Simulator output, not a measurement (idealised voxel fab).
The process module presented herein is designated voxel gate over fins.
Square cell edge 5 nm, section width 215 nm, ID cut.
Square cells in a grid make up a cross-section in this document, and the grid is given as bands, listed from the top down, each one or more rows of cells.
Heads up on the band format: heights come first, top then bottom, in nm. After that it's the materials left to right, each with its width in nm. A single material flagged "all across" fills the whole band edge to edge, and "empty" means there's empty space there.
The level at which height equals 0 is the one under which the wafer, as it arrives, is entirely one material. No lower edge exists for the bottom band, which continues downward and is notated as in "0 -> down".
Think of "30 to 40" as a width that walks from the first number to the second as you go down the band, top row to bottom row, taking equal-sized steps from row to row.
Take "same as before" at face value: in the step it is given for, the cross-section changed in none of its cells.
Empty spaces without an open route to the top, at least 8 cells in extent, make up the entry "Fully closed voids"; each is given as width x height at distance, where the distance is measured from the left edge, and all are in nm.
What comes after the settings on a step's line is commentary from the simulator itself on that step.
Regarding "overlay nm": on a step with a mask, it is the distance the mask lay to the right of its planned place; a negative value places it to the left.
PLANNED PROCESS STEPS
1. RECEIVE with material Si
2. CONFORMAL_DEP with material SiN, thk nm 10
3. DIRECTIONAL_DEP with material aC, thk nm 10
4. PATTERN with tone cover, mask id FINS, material resist, width nm 15, pitch nm 40, thk nm 30, overlay nm 0
5. DIRECTIONAL_ETCH with etch materials aC, depth nm 10
6. STRIP with etch materials resist
7. DIRECTIONAL_ETCH with etch materials SiN, depth nm 10
8. DIRECTIONAL_ETCH with etch materials Si, depth nm 30
9. STRIP with etch materials aC
10. OXIDIZE with depth nm 5
11. FILL_DEP with material SiO2, thk nm 5
12. CMP with height nm 10
13. SELECTIVE_ETCH with etch materials SiO2, depth nm 20
14. STRIP with etch materials SiN
15. CONFORMAL_DEP with material HfO2, thk nm 5
16. CONFORMAL_DEP with material TiN, thk nm 5
17. FILL_DEP with material W, thk nm 10
18. CMP with height nm 5
19. CONFORMAL_DEP with material SiCN, thk nm 5
Quick note for whoever runs this: the wafers start identical, but the height nm at step 18 isn't the same across them. The plan just shows what the first wafer had.
CROSS-SECTION OF THE FIRST OF SEVERAL WAFERS AS RECEIVED (AFTER STEP 1)
	0 -> down: Si all across
	Fully closed voids: none
END OF MODULE, BY WAFER: MATERIAL-BY-MATERIAL CELL GAIN (+) OR LOSS (-) SINCE RECEIPT, THEN CLOSED VOIDS
height nm 5, +55 HfO2, -280 Si, +43 SiCN, +200 SiO2, +40 TiN, +28 W, Fully closed voids: none
height nm 10, +55 HfO2, -280 Si, +43 SiCN, +200 SiO2, +55 TiN, +56 W, Fully closed voids: none
height nm 15, +55 HfO2, -280 Si, +43 SiCN, +200 SiO2, +55 TiN, +99 W, Fully closed voids: none
height nm 20, +55 HfO2, -280 Si, +43 SiCN, +200 SiO2, +55 TiN, +142 W, Fully closed voids: none
